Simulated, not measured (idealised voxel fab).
This section sets out a process module, namely voxel double patterning.
FYI the section here is cut, 245 nm wide, cells are 5 nm squares.
Format of a cross-section: grid, square cells. Given as bands. Order: top down. Band: one or more rows of cells. The entry gives the band's vertical extent as a top height and a bottom height in nm, then its horizontal make-up as materials from left to right, each with a width in nm. "blank" stands for empty space; a single material marked "everywhere" fills the band edge to edge. Counting heights begins at 0, where everything beneath is, in the wafer as received, one material. The lowest band has no bottom; it goes on downwards, as "0 nm and below" shows. Quick explanation for "30 to 40": the width changes in equal steps down the rows of cells, from the first number in the band's top row to the second number in its bottom row. Reading "left unchanged" for a step: not a cell of the cross-section changed in it. The label "Internal closed voids" introduces a list of the empty spaces, 8 cells or larger, that have no open way up to the top; each entry in it reads width x height at distance, where the distance is taken from the left edge and all three are stated in nm. Post-settings text on a step line: simulator's own remark regarding the step. The optional step-line setting "overlay nm" applies to steps with a mask and quantifies how far to the right of its planned location the mask lay, a negative value indicating leftward placement.
Here's what the planned process steps look like
step 1: RECEIVE [material Si]
step 2: CONFORMAL_DEP [material SiO2] [thk nm 10]
step 3: DIRECTIONAL_DEP [material W] [thk nm 10]
step 4: DIRECTIONAL_DEP [material SiN] [thk nm 10]
step 5: DIRECTIONAL_DEP [material aC] [thk nm 10]
step 6: PATTERN [tone open] [mask id FIRST] [material resist] [width nm 15] [pitch nm 50] [thk nm 25] [overlay nm 0]
step 7: DIRECTIONAL_ETCH [etch materials aC] [depth nm 10]
step 8: STRIP [etch materials resist]
step 9: DIRECTIONAL_ETCH [etch materials SiN] [depth nm 10]
step 10: STRIP [etch materials aC]
step 11: MASKED_ETCH [tone open] [mask id SECOND] [width nm 15] [etch materials SiN] [depth nm 10] [overlay nm 0]
step 12: DIRECTIONAL_ETCH [etch materials W] [depth nm 10]
step 13: STRIP [etch materials SiN]
This is the cross-section of the wafer as we received it, i.e. after step 1
* 0 nm and below = Si everywhere
* Internal closed voids: none
first wafer at the end, as planned
* 20 nm to 10 nm = W (90), then blank (15), then W (10), then blank (15), then W (10), then blank (15), then W (90)
* 10 nm to 0 nm = SiO2 everywhere
* 0 nm and below = Si everywhere
* Internal closed voids: none
Cross-sectional view: second of two wafers, end of module; start and plan identical to the first, one mistake in running
* 20 nm to 10 nm = SiO2 everywhere
* 10 nm to 0 nm = W everywhere
* 0 nm and below = Si everywhere
* Internal closed voids: none
Run error: so 2 and 3 got swapped relative to the plan, each ran where the other was supposed to
FYI, end of process, the second wafer has more or fewer cells of some materials than the first: W +18
